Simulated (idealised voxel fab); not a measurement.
Process module under the name voxel self aligned contacts
Pictured: cross-section cut, 185 nm wide, on a grid of 5 nm square cells.
Heads up, the way a cross-section reads in here is a grid of square cells, handed over as bands from the top down, with every band being one or more rows of cells.
The band entry comprises the height of the band's top followed by the height of its bottom, expressed in nm, and subsequently the band's materials from left to right, each stated together with its width in nm. Where a single material is marked with the word "everywhere", that material fills the band from edge to edge. The word "blank" represents empty space.
Counting heights begins at 0, where everything beneath is, in the wafer as received, one material. The lowest band has no bottom; it goes on downwards, as "0 down" shows.
The two numbers in a width such as "30..40" mark its ends across the band: the first belongs to the top row of cells, the second to the bottom row, and from each row to the next the width moves by the same amount.
"same as before" for a step: no cell of the cross-section changed in that step.
In "Enclosed internal voids" the enclosed voids are listed, meaning empty spaces of 8 cells or larger without any opening to the top. The form is width x height at distance, distance from the left edge, units nm.
What comes after the settings on a step's line is commentary from the simulator itself on that step.
overlay nm: on a step with a mask, how far right of its planned place the mask lay; negative means left.
[Set out below are the planned steps of the process]
1. RECEIVE [material Si]
2. CONFORMAL_DEP [material SiO2] [thk nm 5]
3. DIRECTIONAL_DEP [material polySi] [thk nm 20]
4. DIRECTIONAL_DEP [material SiN] [thk nm 15]
5. DIRECTIONAL_DEP [material aC] [thk nm 10]
6. PATTERN [tone cover] [mask id GATE] [material resist] [width nm 30] [pitch nm 65] [thk nm 30] [overlay nm 0]
7. DIRECTIONAL_ETCH [etch materials aC] [depth nm 10]
8. STRIP [etch materials resist]
9. DIRECTIONAL_ETCH [etch materials SiN] [depth nm 15]
10. DIRECTIONAL_ETCH [etch materials polySi] [depth nm 20]
11. STRIP [etch materials aC]
12. CONFORMAL_DEP [material SiN] [thk nm 5]
13. DIRECTIONAL_ETCH [etch materials SiN] [depth nm 5]
14. FILL_DEP [material SiO2] [thk nm 15]
15. CMP [height nm 45]
16. DIRECTIONAL_DEP [material aC] [thk nm 15]
17. PATTERN [tone open] [mask id CONTACT] [material resist] [width nm 45] [thk nm 30] [overlay nm 0]
18. DIRECTIONAL_ETCH [etch materials aC] [depth nm 15]
19. STRIP [etch materials resist]
20. DIRECTIONAL_ETCH [etch materials SiO2] [depth nm 45]
21. STRIP [etch materials aC]
22. CONFORMAL_DEP [material TiN] [thk nm 5]
23. FILL_DEP [material W] [thk nm 10]
24. CMP [height nm 45]
25. CONFORMAL_DEP [material SiCN] [thk nm 5]
[Cross-section, incoming material, after step 1]
0 down  Si everywhere
Enclosed internal voids: none
[The first of two wafers, cross-sectioned at the end of the module, with the run proceeding as planned]
50 to 45  SiCN everywhere
45 to 40  70 SiO2 | 15 TiN | 15 W | 15 TiN | 70 SiO2
40 to 25  40 SiO2 | 40 SiN | 5 TiN | 15 W | 5 TiN | 40 SiN | 40 SiO2
25 to 5  40 SiO2 | 5 SiN | 30 polySi | 5 SiN | 5 TiN | 15 W | 5 TiN | 5 SiN | 30 polySi | 5 SiN | 40 SiO2
5 to 0  80 SiO2 | 25 TiN | 80 SiO2
0 down  Si everywhere
Enclosed internal voids: none
[Cross-sectional view of the second of two wafers upon completion of the module. This wafer shared its starting condition and process plan with the first; one error was made during its execution]
50 to 45  SiCN everywhere
45 to 40  35 W | 35 TiN | 45 SiO2 | 35 TiN | 35 W
40 to 25  35 W | 5 TiN | 40 SiN | 25 SiO2 | 40 SiN | 5 TiN | 35 W
25 to 5  35 W | 5 TiN | 5 SiN | 30 polySi | 5 SiN | 25 SiO2 | 5 SiN | 30 polySi | 5 SiN | 5 TiN | 35 W
5 to 0  40 TiN | 105 SiO2 | 40 TiN
0 down  Si everywhere
Enclosed internal voids: none
Misprocessing identified: step 17 ran differently from the plan; actual operation with settings: PATTERN [tone cover] [mask id CONTACT] [material resist] [width nm 45] [thk nm 30] [overlay nm 0]
Heads up, by the end the second wafer has more or fewer cells of some materials compared to the first: 107 fewer of SiO2 | 19 more of TiN | 88 more of W
